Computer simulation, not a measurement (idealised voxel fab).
The process module that follows is named voxel gate over fins.
Pictured: cross-section cut, 150 nm wide, on a grid of 5 nm square cells.
Bands, listed from the top down, are how a cross-section gets written in this document; the cross-section itself is a grid of square cells, and a band is one or more rows of them. Top height, bottom height, nm. Materials left to right, width each, nm. Single material + "edge to edge" = fills band edge to edge. "air" = empty. Height datum 0, below which the as-received substrate wafer is one material. Lowest band open at the bottom, running downward: "0 -> down". Note: "30->40" means the width goes from the first number (top row of the band) to the second number (bottom row) in equal steps per row of cells. For the purposes of this document, the phrase "no alteration" attached to a step denotes that no cell within the cross-section was modified by that step. "Listed closed voids" contains a list of empty spaces, each no smaller than 8 cells and without an open way to the top, written in the form width x height at distance with the distance from the left edge and all three in nm. If you see something after the settings on a step's line, that's the simulator's own remark about that step. overlay nm: where the mask lay relative to plan, measured to the right, on steps with a mask; negatives go left.

Process steps foreseen in the plan
step 1: RECEIVE | material Si
step 2: CONFORMAL_DEP | material SiN | thk nm 10
step 3: PATTERN | tone cover | mask id FINS | material resist | width nm 15 | pitch nm 35 | thk nm 15 | overlay nm 0
step 4: DIRECTIONAL_ETCH | etch materials SiN | depth nm 10
step 5: DIRECTIONAL_ETCH | etch materials Si | depth nm 35
step 6: STRIP | etch materials resist
step 7: OXIDIZE | depth nm 5
step 8: FILL_DEP | material SiO2 | thk nm 5
step 9: CMP | height nm 10
step 10: SELECTIVE_ETCH | etch materials SiO2 | depth nm 25
step 11: STRIP | etch materials SiN
step 12: CONFORMAL_DEP | material HfO2 | thk nm 5
step 13: CONFORMAL_DEP | material TiN | thk nm 5
step 14: FILL_DEP | material W | thk nm 15
step 15: CMP | height nm 20
step 16: CONFORMAL_DEP | material SiCN | thk nm 10

Run as planned: first of two wafers

Cross-section of the wafer at receipt, which is the condition after step 1
> 0 -> down | Si edge to edge
> Listed closed voids: none

Presented here is a cross-section of the wafer after step 2 has been performed
> 10 -> 0 | SiN edge to edge
> Everything under 0 stays put, no change at all.

Presented here is a cross-section of the wafer after step 3 has been performed
> 25 -> 10 | 50 air / 15 resist / 20 air / 15 resist / 50 air
> Everything under 10 stays put, no change at all.

Presented here is a cross-section of the wafer after step 4 has been performed
> 25 -> 10 | 50 air / 15 resist / 20 air / 15 resist / 50 air
> 10 -> 0 | 50 air / 15 SiN / 20 air / 15 SiN / 50 air
> Everything under 0 stays put, no change at all.

Presented here is a cross-section of the wafer after step 5 has been performed
> 25 -> 10 | 50 air / 15 resist / 20 air / 15 resist / 50 air
> 10 -> 0 | 50 air / 15 SiN / 20 air / 15 SiN / 50 air
> 0 -> -35 | 50 air / 15 Si / 20 air / 15 Si / 50 air
> Everything under -35 stays put, no change at all.

Presented here is a cross-section of the wafer after step 6 has been performed
> 10 -> 0 | 50 air / 15 SiN / 20 air / 15 SiN / 50 air
> Everything under 0 stays put, no change at all.

Presented here is a cross-section of the wafer after step 7 has been performed
> 10 -> 0 | 50 air / 15 SiN / 20 air / 15 SiN / 50 air
> 0 -> -35 | 50 air / 5 SiO2 / 5 Si / 5 SiO2 / 20 air / 5 SiO2 / 5 Si / 5 SiO2 / 50 air
> -35 -> -40 | 55 SiO2 / 5 Si / 30 SiO2 / 5 Si / 55 SiO2
> Everything under -40 stays put, no change at all.

Presented here is a cross-section of the wafer after step 8 has been performed
> 15 -> 10 | SiO2 edge to edge
> 10 -> 0 | 50 SiO2 / 15 SiN / 20 SiO2 / 15 SiN / 50 SiO2
> 0 -> -40 | 55 SiO2 / 5 Si / 30 SiO2 / 5 Si / 55 SiO2
> Everything under -40 stays put, no change at all.

Presented here is a cross-section of the wafer after step 9 has been performed
> 10 -> 0 | 50 SiO2 / 15 SiN / 20 SiO2 / 15 SiN / 50 SiO2
> Everything under 0 stays put, no change at all.

Presented here is a cross-section of the wafer after step 10 has been performed
> 10 -> 0 | 50 air / 15 SiN / 20 air / 15 SiN / 50 air
> 0 -> -15 | 55 air / 5 Si / 30 air / 5 Si / 55 air
> Everything under -15 stays put, no change at all.

Presented here is a cross-section of the wafer after step 11 has been performed
> 0 -> -15 | 55 air / 5 Si / 30 air / 5 Si / 55 air
> Everything under -15 stays put, no change at all.

Presented here is a cross-section of the wafer after step 12 has been performed
> 5 -> 0 | 50 air / 15 HfO2 / 20 air / 15 HfO2 / 50 air
> 0 -> -10 | 50 air / 5 HfO2 / 5 Si / 5 HfO2 / 20 air / 5 HfO2 / 5 Si / 5 HfO2 / 50 air
> -10 -> -15 | 55 HfO2 / 5 Si / 30 HfO2 / 5 Si / 55 HfO2
> Everything under -15 stays put, no change at all.

Presented here is a cross-section of the wafer after step 13 has been performed
> 10 -> 5 | 45 air / 25 TiN / 10 air / 25 TiN / 45 air
> 5 -> 0 | 45 air / 5 TiN / 15 HfO2 / 5 TiN / 10 air / 5 TiN / 15 HfO2 / 5 TiN / 45 air
> 0 -> -5 | 45 air / 5 TiN / 5 HfO2 / 5 Si / 5 HfO2 / 5 TiN / 10 air / 5 TiN / 5 HfO2 / 5 Si / 5 HfO2 / 5 TiN / 45 air
> -5 -> -10 | 50 TiN / 5 HfO2 / 5 Si / 5 HfO2 / 20 TiN / 5 HfO2 / 5 Si / 5 HfO2 / 50 TiN
> Everything under -10 stays put, no change at all.

Presented here is a cross-section of the wafer after step 14 has been performed
> 25 -> 10 | W edge to edge
> 10 -> 5 | 45 W / 25 TiN / 10 W / 25 TiN / 45 W
> 5 -> 0 | 45 W / 5 TiN / 15 HfO2 / 5 TiN / 10 W / 5 TiN / 15 HfO2 / 5 TiN / 45 W
> 0 -> -5 | 45 W / 5 TiN / 5 HfO2 / 5 Si / 5 HfO2 / 5 TiN / 10 W / 5 TiN / 5 HfO2 / 5 Si / 5 HfO2 / 5 TiN / 45 W
> Everything under -5 stays put, no change at all.

Presented here is a cross-section of the wafer after step 15 has been performed
> 20 -> 10 | W edge to edge
> Everything under 10 stays put, no change at all.

Presented here is a cross-section of the wafer after step 16 has been performed
> 30 -> 20 | SiCN edge to edge
> Everything under 20 stays put, no change at all.

second wafer: like start, like plan, one mistake. Through step 11 it matches the first wafer

Cross-section of the second wafer at the time step 12 of the plan should have ended
> 5 -> 0 | 50 air / 15 TiN / 20 air / 15 TiN / 50 air
> 0 -> -10 | 50 air / 5 TiN / 5 Si / 5 TiN / 20 air / 5 TiN / 5 Si / 5 TiN / 50 air
> -10 -> -15 | 55 TiN / 5 Si / 30 TiN / 5 Si / 55 TiN
> Everything under -15 stays put, no change at all.

Cross-section of the second wafer at the time step 13 of the plan should have ended
> 10 -> 5 | 45 air / 25 HfO2 / 10 air / 25 HfO2 / 45 air
> 5 -> 0 | 45 air / 5 HfO2 / 15 TiN / 5 HfO2 / 10 air / 5 HfO2 / 15 TiN / 5 HfO2 / 45 air
> 0 -> -5 | 45 air / 5 HfO2 / 5 TiN / 5 Si / 5 TiN / 5 HfO2 / 10 air / 5 HfO2 / 5 TiN / 5 Si / 5 TiN / 5 HfO2 / 45 air
> -5 -> -10 | 50 HfO2 / 5 TiN / 5 Si / 5 TiN / 20 HfO2 / 5 TiN / 5 Si / 5 TiN / 50 HfO2
> Everything under -10 stays put, no change at all.

Cross-section of the second wafer at the time step 14 of the plan should have ended
> 25 -> 10 | W edge to edge
> 10 -> 5 | 45 W / 25 HfO2 / 10 W / 25 HfO2 / 45 W
> 5 -> 0 | 45 W / 5 HfO2 / 15 TiN / 5 HfO2 / 10 W / 5 HfO2 / 15 TiN / 5 HfO2 / 45 W
> 0 -> -5 | 45 W / 5 HfO2 / 5 TiN / 5 Si / 5 TiN / 5 HfO2 / 10 W / 5 HfO2 / 5 TiN / 5 Si / 5 TiN / 5 HfO2 / 45 W
> Everything under -5 stays put, no change at all.

Cross-section of the second wafer at the time step 15 of the plan should have ended
> 20 -> 10 | W edge to edge
> Everything under 10 stays put, no change at all.

Cross-section of the second wafer at the time step 16 of the plan should have ended
> 30 -> 20 | SiCN edge to edge
> Everything under 20 stays put, no change at all.
Heads up, the wafer didn't run the way we planned it: so 12 and 13 got swapped relative to the plan, each ran where the other was supposed to
By the end, you'd get the same cell count for each material on either wafer, but the second wafer puts them somewhere else.
